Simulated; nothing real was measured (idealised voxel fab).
Process module in this document: voxel self aligned contacts
Each square cell in cross-section cut measures 5 nm, and the section as a whole is 150 nm wide.
Cross-sections here: square-cell grids, written as top-down lists of bands, a band being one or more rows of cells. A band entry consists of two parts. The first gives the height of the band's top and the height of its bottom, in nm. The rest lists the band's materials from left to right, each with its width in nm. A single material labelled with the word "edge to edge" fills the band from edge to edge, and the word "blank" marks empty space. Beneath 0, the wafer as received is one material, and that level is where height counting begins. The lowest band goes on downward without a bottom; it is written like "0 and below". The width entry "30->40" should be interpreted row by row: the top row of cells in the band takes the first number, the bottom row takes the second number, and the change between adjacent rows is uniform throughout. Basically "everything unchanged" means that step didn't change any cell in the cross-section. The list in "Unvented internal voids" covers empty spaces of 8 cells or more that cannot reach the top through any open way, and it gives each as width x height at distance; the distance is from the left edge, and width, height and distance are in nm. Formally, on a step line, whatever follows the settings is a remark that the simulator itself makes on the step. overlay nm: for a step with a mask, the amount by which the mask lay right of where it was planned; a negative amount means left of it.
-- This section lists the process steps that were planned
1) op RECEIVE | material Si
2) op OXIDIZE | depth nm 5
3) op DIRECTIONAL_DEP | material polySi | thk nm 30
4) op DIRECTIONAL_DEP | material SiN | thk nm 20
5) op MASKED_ETCH | tone cover | mask id GATE | width nm 35 | pitch nm 70 | etch materials SiN | depth nm 20 | overlay nm 0
6) op MASKED_ETCH | tone cover | mask id GATE | width nm 35 | pitch nm 70 | etch materials polySi | depth nm 30 | overlay nm 0
7) op CONFORMAL_DEP | material SiN | thk nm 5
8) op DIRECTIONAL_ETCH | etch materials SiN | depth nm 5
9) op FILL_DEP | material SiO2 | thk nm 15
10) op CMP | height nm 60
11) op PATTERN | tone open | mask id CONTACT | material resist | width nm 45 | thk nm 20 | overlay nm 0
12) op DIRECTIONAL_ETCH | etch materials SiO2 | depth nm 65
13) op STRIP | etch materials resist
14) op CONFORMAL_DEP | material TiN | thk nm 5
15) op FILL_DEP | material Ru | thk nm 10
16) op CMP | height nm 60
17) op CONFORMAL_DEP | material SiN | thk nm 5
-- first wafer, as planned
-- This is the cross-section of the wafer as we received it, i.e. after step 1
	0 and below: Si edge to edge
	Unvented internal voids: none
-- Wafer xsec, post step 2
	0 down to -5: SiO2 edge to edge
	Unchanged below -5.
-- Wafer xsec, post step 3
	30 down to 0: polySi edge to edge
	Unchanged below 0.
-- Wafer xsec, post step 4
	50 down to 30: SiN edge to edge
	Unchanged below 30.
-- Wafer xsec, post step 5
	50 down to 30: blank 20 / SiN 35 / blank 35 / SiN 35 / blank 25
	Unchanged below 30.
-- Wafer xsec, post step 6
	50 down to 30: blank 20 / SiN 35 / blank 35 / SiN 35 / blank 25
	30 down to 0: blank 20 / polySi 35 / blank 35 / polySi 35 / blank 25
	Unchanged below 0.
-- Wafer xsec, post step 7
	55 down to 30: blank 15 / SiN 45 / blank 25 / SiN 45 / blank 20
	30 down to 5: blank 15 / SiN 5 / polySi 35 / SiN 5 / blank 25 / SiN 5 / polySi 35 / SiN 5 / blank 20
	5 down to 0: SiN 20 / polySi 35 / SiN 35 / polySi 35 / SiN 25
	Unchanged below 0.
-- Wafer xsec, post step 8
	50 down to 30: blank 15 / SiN 45 / blank 25 / SiN 45 / blank 20
	30 down to 0: blank 15 / SiN 5 / polySi 35 / SiN 5 / blank 25 / SiN 5 / polySi 35 / SiN 5 / blank 20
	Unchanged below 0.
-- Wafer xsec, post step 9
	65 down to 50: SiO2 edge to edge
	50 down to 30: SiO2 15 / SiN 45 / SiO2 25 / SiN 45 / SiO2 20
	30 down to 0: SiO2 15 / SiN 5 / polySi 35 / SiN 5 / SiO2 25 / SiN 5 / polySi 35 / SiN 5 / SiO2 20
	Unchanged below 0.
-- Wafer xsec, post step 10
	60 down to 50: SiO2 edge to edge
	Unchanged below 50.
-- Wafer xsec, post step 11
	80 down to 60: resist 50 / blank 45 / resist 55
	Unchanged below 60.
-- Wafer xsec, post step 12
	80 down to 60: resist 50 / blank 45 / resist 55
	60 down to 50: SiO2 50 / blank 45 / SiO2 55
	50 down to 30: SiO2 15 / SiN 45 / blank 25 / SiN 45 / SiO2 20
	30 down to 0: SiO2 15 / SiN 5 / polySi 35 / SiN 5 / blank 25 / SiN 5 / polySi 35 / SiN 5 / SiO2 20
	0 down to -5: SiO2 60 / blank 25 / SiO2 65
	Unchanged below -5.
-- Wafer xsec, post step 13
	60 down to 50: SiO2 50 / blank 45 / SiO2 55
	Unchanged below 50.
-- Wafer xsec, post step 14
	65 down to 60: TiN 55 / blank 35 / TiN 60
	60 down to 50: SiO2 50 / TiN 5->15 / blank 35->15 / TiN 5->15 / SiO2 55
	50 down to 30: SiO2 15 / SiN 45 / TiN 5 / blank 15 / TiN 5 / SiN 45 / SiO2 20
	30 down to 0: SiO2 15 / SiN 5 / polySi 35 / SiN 5 / TiN 5 / blank 15 / TiN 5 / SiN 5 / polySi 35 / SiN 5 / SiO2 20
	0 down to -5: SiO2 60 / TiN 25 / SiO2 65
	Unchanged below -5.
-- Wafer xsec, post step 15
	75 down to 65: Ru edge to edge
	65 down to 60: TiN 55 / Ru 35 / TiN 60
	60 down to 50: SiO2 50 / TiN 5->15 / Ru 35->15 / TiN 5->15 / SiO2 55
	50 down to 30: SiO2 15 / SiN 45 / TiN 5 / Ru 15 / TiN 5 / SiN 45 / SiO2 20
	30 down to 0: SiO2 15 / SiN 5 / polySi 35 / SiN 5 / TiN 5 / Ru 15 / TiN 5 / SiN 5 / polySi 35 / SiN 5 / SiO2 20
	Unchanged below 0.
-- Wafer xsec, post step 16
	60 down to 50: SiO2 50 / TiN 5->15 / Ru 35->15 / TiN 5->15 / SiO2 55
	Unchanged below 50.
-- Wafer xsec, post step 17
	65 down to 60: SiN edge to edge
	Unchanged below 60.
-- Okay, second wafer. Nothing different at the start, nothing different in the plan, just one mistake somewhere in the running. As far as step 4, counting that step, it's the first wafer all over again
-- Second wafer, sectioned view, at step 5's planned end time
	50 down to 30: SiN 20 / blank 35 / SiN 35 / blank 35 / SiN 25
	Unchanged below 30.
Second wafer, sectioned view, at step 6's planned end time: everything unchanged
-- Second wafer, sectioned view, at step 7's planned end time
	55 down to 35: SiN 25 / blank 25 / SiN 45 / blank 25 / SiN 30
	35 down to 30: SiN edge to edge
	Unchanged below 30.
-- Second wafer, sectioned view, at step 8's planned end time
	50 down to 30: SiN 25 / blank 25 / SiN 45 / blank 25 / SiN 30
	Unchanged below 30.
-- Second wafer, sectioned view, at step 9's planned end time
	65 down to 50: SiO2 edge to edge
	50 down to 30: SiN 25 / SiO2 25 / SiN 45 / SiO2 25 / SiN 30
	Unchanged below 30.
-- Second wafer, sectioned view, at step 10's planned end time
	60 down to 50: SiO2 edge to edge
	Unchanged below 50.
-- Second wafer, sectioned view, at step 11's planned end time
	80 down to 60: resist 50 / blank 45 / resist 55
	Unchanged below 60.
-- Second wafer, sectioned view, at step 12's planned end time
	80 down to 60: resist 50 / blank 45 / resist 55
	60 down to 50: SiO2 50 / blank 45 / SiO2 55
	Unchanged below 50.
-- Second wafer, sectioned view, at step 13's planned end time
	60 down to 50: SiO2 50 / blank 45 / SiO2 55
	Unchanged below 50.
-- Second wafer, sectioned view, at step 14's planned end time
	65 down to 60: TiN 55 / blank 35 / TiN 60
	60 down to 55: SiO2 50 / TiN 5 / blank 35 / TiN 5 / SiO2 55
	55 down to 50: SiO2 50 / TiN 45 / SiO2 55
	Unchanged below 50.
-- Second wafer, sectioned view, at step 15's planned end time
	75 down to 65: Ru edge to edge
	65 down to 60: TiN 55 / Ru 35 / TiN 60
	60 down to 55: SiO2 50 / TiN 5 / Ru 35 / TiN 5 / SiO2 55
	Unchanged below 55.
-- Second wafer, sectioned view, at step 16's planned end time
	60 down to 55: SiO2 50 / TiN 5 / Ru 35 / TiN 5 / SiO2 55
	Unchanged below 55.
-- Second wafer, sectioned view, at step 17's planned end time
	65 down to 60: SiN edge to edge
	Unchanged below 60.
Error vs. plan: step 5 did not use the planned setting and instead ran as op MASKED_ETCH | tone open | mask id GATE | width nm 35 | pitch nm 70 | etch materials SiN | depth nm 20 | overlay nm 0
The final cell counts differ between the wafers, with the second having more or fewer of some materials than the first: -33 Ru | -16 SiN | -25 SiO2 | -22 TiN | +96 polySi
